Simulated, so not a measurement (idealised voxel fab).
voxel air gaps: a process module
For reference, the cross-section in this document is cut, with width 275 nm and square cells of 5 nm.
Cross-section spec: square-cell grid; bands listed top down; each band is one or more rows. Basically the band line says how high the top is and how high the bottom is, in nm, and then what's in it from left to right, every material with its width in nm. Empty space shows up as "blank", and if a single material carries "full width" it runs the full band edge to edge. Beneath 0, the wafer as received is one material, and that level is where height counting begins. The lowest band goes on downward without a bottom; it is written like "from 0 down". Quick explanation for "30..40": the width changes in equal steps down the rows of cells, from the first number in the band's top row to the second number in its bottom row. For the purposes of this document, the phrase "remained unchanged" attached to a step denotes that no cell within the cross-section was modified by that step. Enclosed voids (no open way to top), threshold 8 cells or more, entry "Trapped void list", notation width x height at distance, distance from left edge, nm. after a step's settings: what the simulator itself notes on the step. If you see "overlay nm" on a step's line and that step has a mask, it's telling you how far right of where it was planned the mask ended up; a negative number means it went left instead.
# These are the steps we planned for the process
- 1: RECEIVE [material Si]
- 2: CONFORMAL_DEP [material SiO2] [thk nm 10]
- 3: CONFORMAL_DEP [material SiCN] [thk nm 5]
- 4: DIRECTIONAL_DEP [material SiO2] [thk nm 35]
- 5: PATTERN [tone open] [mask id LINES] [material resist] [width nm 20] [pitch nm 50] [thk nm 20] [overlay nm 0]
- 6: DIRECTIONAL_ETCH [etch materials SiO2] [depth nm 35]
- 7: STRIP [etch materials resist]
- 8: CONFORMAL_DEP [material TiN] [thk nm 5]
- 9: FILL_DEP [material Cu] [thk nm 10]
- 10: CMP [height nm 40]
- 11: EPI [material Ru] [thk nm 10]
- 12: SELECTIVE_ETCH [etch materials SiO2] [depth nm 45]
- 13: CONFORMAL_DEP [material SiCN] [thk nm 5]
Wafers differ in height nm at step 10; plan lists the first wafer's value; identical starting state.
# Cross-section: the first of several wafers in its as-received state, i.e. following step 1
* from 0 down | Si full width
* Trapped void list: none
# What follows is a table in which each wafer occupies a row; for the wafer as it stands at the close of the module, the row states, material by material, how many cells have been gained (+) or lost (-) since receipt, and then gives its closed voids
height nm 40, +24 Cu, +48 Ru, +176 SiCN, +110 SiO2, +36 TiN, Trapped void list: 20 x 15 at 100; 20 x 15 at 150
height nm 45, +30 Cu, +48 Ru, +182 SiCN, +110 SiO2, +42 TiN, Trapped void list: 20 x 20 at 100; 20 x 20 at 150
height nm 50, +36 Cu, +48 Ru, +188 SiCN, +110 SiO2, +48 TiN, Trapped void list: 20 x 25 at 100; 20 x 25 at 150
height nm 55, +42 Cu, +110 Ru, +110 SiCN, +411 SiO2, +97 TiN, Trapped void list: none
height nm 60, +97 Cu, +110 Ru, +110 SiCN, +411 SiO2, +97 TiN, Trapped void list: none
height nm 65, +152 Cu, +110 Ru, +110 SiCN, +411 SiO2, +97 TiN, Trapped void list: none
